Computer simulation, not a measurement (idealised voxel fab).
Process module name: voxel transistor to metal
Displayed cross-section: cut, width of 185 nm, square cells sized 5 nm.
Cross-section layout: square cells on a grid; listed as bands, top to bottom; a band spans one or more cell rows. In this notation a band is specified by the heights of its top and bottom, in that order and in nm, after which its materials appear from left to right, each paired with its width in nm. The word "full width" attached to a single material means that material fills the band from edge to edge; the word "blank" stands for empty space. Convention: height 0 is the level below which the wafer, as received, is all one material. The lowest band does not terminate at the bottom but continues downward, represented as "0 nm and below". A width such as "30..40" changes by the same amount from each row of cells to the next, from the band's top row to its bottom row. A step reported as "same as before" is a step in which no cell of the cross-section changed. "Fully sealed voids" lists enclosed empty spaces (at least 8 cells, no open path upward to the top), each as width x height at distance from the left edge, in nm. If you see something after the settings on a step's line, that's the simulator's own remark about that step. The setting "overlay nm" may be written on the line of a step. When the step uses a mask, the value reports how far to the right of the planned place the mask lay, and a negative value reports that it lay to the left.

# The steps planned for the process are as follows
1 RECEIVE (material Si)
2 OXIDIZE (depth nm 5)
3 CONFORMAL_DEP (material SiN; thk nm 15)
4 MASKED_ETCH (tone cover; mask id ACTIVE; width nm 110; etch materials SiN; depth nm 15; overlay nm 0)
5 MASKED_ETCH (tone cover; mask id ACTIVE; width nm 110; etch materials SiO2; depth nm 5; overlay nm 0)
6 MASKED_ETCH (tone cover; mask id ACTIVE; width nm 110; etch materials Si; depth nm 30; overlay nm 0)
7 FILL_DEP (material SiO2; thk nm 10)
8 CMP (height nm 15)
9 SELECTIVE_ETCH (etch materials SiO2; depth nm 5)
10 STRIP (etch materials SiN)
11 SELECTIVE_ETCH (etch materials SiO2; depth nm 5)
12 OXIDIZE (depth nm 5)
13 DIRECTIONAL_DEP (material polySi; thk nm 20)
14 DIRECTIONAL_DEP (material SiCN; thk nm 15)
15 MASKED_ETCH (tone cover; mask id GATE; width nm 20; etch materials SiCN; depth nm 25; overlay nm 0)
16 MASKED_ETCH (tone cover; mask id GATE; width nm 20; etch materials polySi; depth nm 30; overlay nm 0)
17 CONFORMAL_DEP (material SiN; thk nm 10)
18 DIRECTIONAL_ETCH (etch materials SiN; depth nm 10)
19 DIRECTIONAL_ETCH (etch materials SiO2; depth nm 5)
20 DIRECTIONAL_ETCH (etch materials Si; depth nm 5)
21 EPI (material nSi; thk nm 5)
22 FILL_DEP (material SiO2; thk nm 5)
23 CMP (height nm 30)
24 DIRECTIONAL_DEP (material SiO2; thk nm 15)
25 DIRECTIONAL_DEP (material aC; thk nm 10)
26 PATTERN (tone open; mask id CONTACT; material resist; width nm 20; pitch nm 80; thk nm 30; overlay nm 0)
27 DIRECTIONAL_ETCH (etch materials aC; depth nm 10)
28 STRIP (etch materials resist)
29 DIRECTIONAL_ETCH (etch materials SiO2; depth nm 55)
30 STRIP (etch materials aC)
31 CONFORMAL_DEP (material TiN; thk nm 5)
32 FILL_DEP (material Ru; thk nm 10)
33 CMP (height nm 45)
34 CONFORMAL_DEP (material SiN; thk nm 5)
35 DIRECTIONAL_DEP (material SiO2; thk nm 15)
36 MASKED_ETCH (tone open; mask id METAL_1; width nm 20; pitch nm 80; etch materials SiO2; depth nm 15; overlay nm 0)
37 MASKED_ETCH (tone open; mask id METAL_1; width nm 20; pitch nm 80; etch materials SiN; depth nm 5; overlay nm 0)
38 CONFORMAL_DEP (material TiN; thk nm 5)
39 FILL_DEP (material Cu; thk nm 5)
40 CMP (height nm 65)
41 EPI (material Ru; thk nm 5)
42 FILL_DEP (material SiCN; thk nm 5)
43 DIRECTIONAL_DEP (material lowk; thk nm 30)
44 MASKED_ETCH (tone open; mask id METAL_2; width nm 20; pitch nm 80; etch materials lowk; depth nm 15; overlay nm 0)
45 PATTERN (tone open; mask id METAL_2_HOLES; material resist; width nm 15; pitch nm 80; thk nm 15; overlay nm 0)
46 DIRECTIONAL_ETCH (etch materials lowk; depth nm 15)
47 DIRECTIONAL_ETCH (etch materials SiCN; depth nm 5)
48 STRIP (etch materials resist)
49 CONFORMAL_DEP (material TiN; thk nm 5)
50 FILL_DEP (material Cu; thk nm 10)
51 CMP (height nm 105)
52 CONFORMAL_DEP (material SiCN; thk nm 5)

# Cross-section of the wafer at receipt, which is the condition after step 1
  0 nm and below | Si full width
  Fully sealed voids: none

# Post-module cross-section: identical start and plan to those above, one misstep in execution
  110 nm to 105 nm | SiCN full width
  105 nm to 95 nm | Cu full width
  95 nm to 90 nm | TiN (45)  Cu (10)  TiN (70)  Cu (10)  TiN (50)
  90 nm to 75 nm | lowk (40)  TiN (5)  Cu (10)  TiN (5)  lowk (60)  TiN (5)  Cu (10)  TiN (5)  lowk (45)
  75 nm to 70 nm | SiCN (40)  TiN (20)  SiCN (60)  TiN (20)  SiCN (45)
  70 nm to 65 nm | SiCN (35)  Ru (30)  SiCN (50)  Ru (30)  SiCN (40)
  65 nm to 50 nm | SiO2 (40)  TiN (5)  Cu (10)  TiN (5)  SiO2 (60)  TiN (5)  Cu (10)  TiN (5)  SiO2 (45)
  50 nm to 45 nm | SiN (40)  TiN (20)  SiN (60)  TiN (20)  SiN (45)
  45 nm to 30 nm | SiO2 (40)  TiN (5)  Ru (10)  TiN (5)  SiO2 (60)  TiN (5)  Ru (10)  TiN (5)  SiO2 (45)
  30 nm to 15 nm | SiO2 (40)  TiN (5)  Ru (10)  TiN (5)  SiO2 (10)  SiN (10)  SiCN (20)  SiN (10)  SiO2 (10)  TiN (5)  Ru (10)  TiN (5)  SiO2 (45)
  15 nm to 5 nm | SiO2 (40)  TiN (5)  Ru (10)  TiN (5)  SiO2 (10)  SiN (10)  polySi (20)  SiN (10)  SiO2 (10)  TiN (5)  Ru (10)  TiN (5)  SiO2 (45)
  5 nm to -5 nm | SiO2 (30)  SiN (10)  TiN (5..10)  Ru (10..5)  TiN (5)  SiO2 (10)  SiN (10)  polySi (20)  SiN (10)  SiO2 (10)  TiN (5)  Ru (10..5)  TiN (5..10)  SiN (10)  SiO2 (35)
  -5 nm to -10 nm | SiO2 (40)  nSi (5)  TiN (15)  SiO2 (5)  nSi (5)  SiO2 (40)  nSi (5)  SiO2 (5)  TiN (15)  nSi (5)  SiO2 (45)
  -10 nm to -15 nm | SiO2 (35)  Si (5)  nSi (30)  Si (40)  nSi (30)  Si (5)  SiO2 (40)
  -15 nm to -35 nm | SiO2 (35)  Si (110)  SiO2 (40)
  -35 nm and below | Si full width
  Fully sealed voids: none
Finding, execution versus plan: step 45 in the plan did not get run; it was skipped
